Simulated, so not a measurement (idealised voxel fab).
Documented hereafter: the process module known as voxel self aligned contacts.
Cross-sectional view cut (width: 270 nm; square cell size: 5 nm).
A cross-section is written here as square cells arranged in a grid, and it is given in bands from the top down, each band taking up one or more rows of cells.
The entry gives the band's vertical extent as a top height and a bottom height in nm, then its horizontal make-up as materials from left to right, each with a width in nm. "blank" stands for empty space; a single material marked "edge to edge" fills the band edge to edge.
Heights are measured from 0, the level below which the as-received wafer is all one material; the lowest band has no bottom and continues downward, written as in "0 and below".
Width spec "30..40" -> top row of cells at first value, bottom row at second value, equal per-row change in between.
A step reported as "remains unaltered" is a step in which no cell of the cross-section changed.
"Closed-off voids" - sealed voids, min. 8 cells, no opening to top; format: width x height at distance (distance from left edge; nm throughout).
Read whatever lies past the settings on a step's line as the simulator's own remark about the step.
On any step carrying a mask, the "overlay nm" setting, if present on the step's line, tells how far right of its planned place the mask lay; negative values point to the left.

These are the steps we planned for the process
step 1: RECEIVE [material Si]
step 2: CONFORMAL_DEP [material SiO2] [thk nm 5]
step 3: DIRECTIONAL_DEP [material polySi] [thk nm 25]
step 4: DIRECTIONAL_DEP [material SiN] [thk nm 25]
step 5: MASKED_ETCH [tone cover] [mask id GATE] [width nm 30] [pitch nm 70] [etch materials SiN] [depth nm 25] [overlay nm -15]
step 6: MASKED_ETCH [tone cover] [mask id GATE] [width nm 30] [pitch nm 70] [etch materials polySi] [depth nm 25] [overlay nm 0]
step 7: CONFORMAL_DEP [material SiN] [thk nm 10]
step 8: DIRECTIONAL_ETCH [etch materials SiN] [depth nm 10]
step 9: FILL_DEP [material SiO2] [thk nm 15]
step 10: CMP [height nm 65]
step 11: MASKED_ETCH [tone open] [mask id CONTACT] [width nm 50] [pitch nm 70] [etch materials SiO2] [depth nm 65] [overlay nm 0]
step 12: CONFORMAL_DEP [material TiN] [thk nm 5]
step 13: FILL_DEP [material W] [thk nm 5]
step 14: CMP [height nm 65]
step 15: CONFORMAL_DEP [material SiN] [thk nm 5]
Where the wafers of this document differ is in the overlay nm of step 5; they start out the same, and the plan states the value that applied to the first wafer.

The first of several wafers in cross-section, exactly as it reached us after step 1
> 0 and below = Si edge to edge
> Closed-off voids: none

Note: the following table is arranged by wafer, a row apiece. Each row reports the end-of-module state: per material, cells gained (+) or cells lost (-) compared with the wafer as received; closed voids follow
overlay nm -15; +264 SiN; +265 SiO2; +56 TiN; +36 W; +135 polySi; Closed-off voids: none
overlay nm -10; +264 SiN; +268 SiO2; +68 TiN; +36 W; +120 polySi; Closed-off voids: none
overlay nm -5; +264 SiN; +271 SiO2; +68 TiN; +48 W; +105 polySi; Closed-off voids: none
overlay nm 0; +264 SiN; +274 SiO2; +68 TiN; +60 W; +90 polySi; Closed-off voids: none
overlay nm 5; +264 SiN; +271 SiO2; +68 TiN; +48 W; +105 polySi; Closed-off voids: none
overlay nm 10; +264 SiN; +268 SiO2; +68 TiN; +36 W; +120 polySi; Closed-off voids: none
overlay nm 15; +264 SiN; +265 SiO2; +56 TiN; +36 W; +135 polySi; Closed-off voids: none
